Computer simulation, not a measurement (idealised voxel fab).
process module | voxel tone inversion
cross-section cut | 270 nm wide | cells 5 nm
A cross-section is a grid of square cells, given in bands from the top down. A band is one or more rows of cells.
Each band's line starts with the height of the band's top and of its bottom, in nm. Then come its materials from left to right, each with its width in nm. One material with "throughout" fills the band from edge to edge. "air" is empty space.
Height 0 is the level under which the wafer as received is all one material. The lowest band goes on downwards, as in "0 down".
A width such as "30 to 40" changes by the same amount from each row of cells to the next, from the band's top row to its bottom row.
"no change" after a step means that no cell of the cross-section changed.
closed voids: empty space of 8 cells or more with no open way to the top, each as width x height at its distance from the left edge, in nm
after a step's settings: what the simulator itself notes on the step
overlay nm, on a step with a mask: how far to the right of its planned place the mask lay; to the left if negative
plan
1 op RECEIVE | material Si
2 op CONFORMAL_DEP | material SiCN | thk nm 5
3 op DIRECTIONAL_DEP | material aC | thk nm 20
4 op PATTERN | tone cover | mask id POSTS | material resist | width nm 20 | pitch nm 50 | thk nm 30 | overlay nm 0
5 op DIRECTIONAL_ETCH | etch materials aC | depth nm 20
6 op STRIP | etch materials resist
7 op FILL_DEP | material lowk | thk nm 5
8 op CMP | height nm 25
9 op STRIP | etch materials aC
10 op CONFORMAL_DEP | material TiN | thk nm 5
11 op FILL_DEP | material Ru | thk nm 5
12 op CMP | height nm 25
13 op CONFORMAL_DEP | material SiN | thk nm 5
first wafer, as planned
as received, after step 1
  0 down: Si throughout
  closed voids: none
after step 2
  5 to 0: SiCN throughout
  below 0: unchanged
after step 3
  25 to 5: aC throughout
  below 5: unchanged
after step 4
  55 to 25: air 100 | resist 20 | air 30 | resist 20 | air 100
  below 25: unchanged
after step 5
  35 to 25: air 100 | resist 20 | air 30 | resist 20 | air 100
  25 to 5: air 100 | aC 20 | air 30 | aC 20 | air 100
  below 5: unchanged
after step 6
  25 to 5: air 100 | aC 20 | air 30 | aC 20 | air 100
  below 5: unchanged
after step 7
  30 to 25: lowk throughout
  25 to 5: lowk 100 | aC 20 | lowk 30 | aC 20 | lowk 100
  below 5: unchanged
after step 8
  25 to 5: lowk 100 | aC 20 | lowk 30 | aC 20 | lowk 100
  below 5: unchanged
after step 9
  25 to 5: lowk 100 | air 20 | lowk 30 | air 20 | lowk 100
  below 5: unchanged
after step 10
  30 to 25: TiN 105 | air 10 | TiN 40 | air 10 | TiN 105
  25 to 10: lowk 100 | TiN 5 | air 10 | TiN 5 | lowk 30 | TiN 5 | air 10 | TiN 5 | lowk 100
  10 to 5: lowk 100 | TiN 20 | lowk 30 | TiN 20 | lowk 100
  below 5: unchanged
after step 11
  35 to 30: Ru throughout
  30 to 25: TiN 105 | Ru 10 | TiN 40 | Ru 10 | TiN 105
  25 to 10: lowk 100 | TiN 5 | Ru 10 | TiN 5 | lowk 30 | TiN 5 | Ru 10 | TiN 5 | lowk 100
  below 10: unchanged
after step 12
  25 to 10: lowk 100 | TiN 5 | Ru 10 | TiN 5 | lowk 30 | TiN 5 | Ru 10 | TiN 5 | lowk 100
  below 10: unchanged
after step 13
  30 to 25: SiN throughout
  below 25: unchanged
second wafer: like start, like plan, one mistake. Through step 1 it matches the first wafer
when step 2 should have ended
  20 to 0: aC throughout
  below 0: unchanged
when step 3 should have ended
  25 to 20: SiCN throughout
  below 20: unchanged
when step 4 should have ended
  55 to 25: air 100 | resist 20 | air 30 | resist 20 | air 100
  below 25: unchanged
when step 5 should have ended
  35 to 25: air 100 | resist 20 | air 30 | resist 20 | air 100
  below 25: unchanged
when step 6 should have ended
  25 to 20: SiCN throughout
  below 20: unchanged
when step 7 should have ended
  30 to 25: lowk throughout
  below 25: unchanged
when step 8 should have ended
  25 to 20: SiCN throughout
  below 20: unchanged
when step 9 should have ended: no change
when step 10 should have ended
  30 to 25: TiN throughout
  below 25: unchanged
when step 11 should have ended
  35 to 30: Ru throughout
  below 30: unchanged
when step 12 should have ended
  25 to 20: SiCN throughout
  below 20: unchanged
when step 13 should have ended
  30 to 25: SiN throughout
  below 25: unchanged
what went wrong: steps 2 and 3 were swapped
at the end the second wafer has, in cells: 12 fewer of Ru | 20 fewer of TiN | 216 more of aC | 184 fewer of lowk
